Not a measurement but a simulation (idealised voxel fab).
Presented below is a process module, voxel self aligned vias.
Square cell edge 5 nm, section width 225 nm, ID cut.
Throughout this document, each cross-section is represented as a grid of square cells and is presented as a sequence of bands enumerated from the top downward, where a band comprises one or more rows of cells. For a band, the entry starts with two heights in nm, that of the top and then that of the bottom, and carries on with the band's materials in order from left to right, each alongside its width in nm; the word "full width" beside a single material means it fills the band edge to edge, and "blank" means empty space. Heights are reckoned from 0. Under this level, the received wafer is all of one material. The bottommost band is open-ended downward, for example "0 and below". Per-row width for "30->40": begins at first number (top row of band), ends at second number (bottom row), increment between rows held constant. Reading "identical to before" for a step: not a cell of the cross-section changed in it. "Entrapped voids": empty spaces of 8 cells or more with no open way to the top, each given as width x height at distance, distance from the left edge, all in nm. On each step's line, the part that comes after the settings is the simulator's own comment on the step. The line of a step may include "overlay nm". On a step with a mask, this value is how far to the right of its planned place the mask lay. A negative value means the mask lay to the left.
Set out below are the planned steps of the process:
| 1 | RECEIVE | material Si |
| 2 | CONFORMAL_DEP | material SiO2 | thk nm 15 |
| 3 | CONFORMAL_DEP | material SiCN | thk nm 5 |
| 4 | DIRECTIONAL_DEP | material SiO2 | thk nm 20 |
| 5 | DIRECTIONAL_DEP | material aC | thk nm 15 |
| 6 | PATTERN | tone open | mask id LINES | material resist | width nm 20 | pitch nm 50 | thk nm 35 | overlay nm 0 |
| 7 | DIRECTIONAL_ETCH | etch materials aC | depth nm 15 |
| 8 | STRIP | etch materials resist |
| 9 | DIRECTIONAL_ETCH | etch materials SiO2 | depth nm 20 |
| 10 | STRIP | etch materials aC |
| 11 | CONFORMAL_DEP | material TiN | thk nm 5 |
| 12 | FILL_DEP | material W | thk nm 5 |
| 13 | CMP | height nm 40 |
| 14 | SELECTIVE_ETCH | etch materials W Ru TiN | depth nm 5 |
| 15 | FILL_DEP | material SiN | thk nm 5 |
| 16 | CMP | height nm 40 |
| 17 | DIRECTIONAL_DEP | material SiO2 | thk nm 15 |
| 18 | DIRECTIONAL_DEP | material aC | thk nm 15 |
| 19 | PATTERN | tone open | mask id VIAS | material resist | width nm 30 | pitch nm 50 | thk nm 30 | overlay nm 0 |
| 20 | DIRECTIONAL_ETCH | etch materials aC | depth nm 15 |
| 21 | STRIP | etch materials resist |
| 22 | DIRECTIONAL_ETCH | etch materials SiO2 | depth nm 15 |
| 23 | DIRECTIONAL_ETCH | etch materials SiN | depth nm 5 |
| 24 | STRIP | etch materials aC |
| 25 | CONFORMAL_DEP | material TiN | thk nm 5 |
| 26 | FILL_DEP | material Cu | thk nm 10 |
| 27 | CMP | height nm 55 |
| 28 | CONFORMAL_DEP | material SiCN | thk nm 5 |
As-received wafer cross-section (after step 1):
- 0 and below: Si full width
- Entrapped voids: none
Cross-sectional view of the first of the two wafers upon completion of the module, processed in accordance with the plan:
- 60 down to 55: SiCN full width
- 55 down to 45: SiO2: 70, TiN: 5, Cu: 20, TiN: 5, SiO2: 20, TiN: 5, Cu: 20, TiN: 5, SiO2: 75
- 45 down to 40: SiO2: 70, TiN: 10, Cu: 10, TiN: 10, SiO2: 20, TiN: 10, Cu: 10, TiN: 10, SiO2: 75
- 40 down to 35: SiO2: 75, TiN: 20, SiO2: 30, TiN: 20, SiO2: 80
- 35 down to 25: SiO2: 75, TiN: 5, W: 10, TiN: 5, SiO2: 30, TiN: 5, W: 10, TiN: 5, SiO2: 80
- 25 down to 20: SiO2: 75, TiN: 20, SiO2: 30, TiN: 20, SiO2: 80
- 20 down to 15: SiCN full width
- 15 down to 0: SiO2 full width
- 0 and below: Si full width
- Entrapped voids: none
Cross-sectional view: second of two wafers, end of module; start and plan identical to the first, one mistake in running:
- 60 down to 55: SiCN full width
- 55 down to 40: SiO2: 70, TiN: 5, Cu: 20, TiN: 5, SiO2: 20, TiN: 5, Cu: 20, TiN: 5, SiO2: 75
- 40 down to 35: SiN: 70, TiN: 30, SiN: 20, TiN: 30, SiN: 75
- 35 down to 30: SiO2: 75, SiN: 20, SiO2: 30, SiN: 20, SiO2: 80
- 30 down to 25: SiO2: 75, TiN: 5, W: 10, TiN: 5, SiO2: 30, TiN: 5, W: 10, TiN: 5, SiO2: 80
- 25 down to 20: SiO2: 75, TiN: 20, SiO2: 30, TiN: 20, SiO2: 80
- 20 down to 15: SiCN full width
- 15 down to 0: SiO2 full width
- 0 and below: Si full width
- Entrapped voids: none
Plan not followed: step 13 changed vs plan, executed as CMP | height nm 35
The final cell counts differ between the wafers, with the second having more or fewer of some materials than the first: +4 Cu; +41 SiN; -37 SiO2; -4 TiN; -4 W
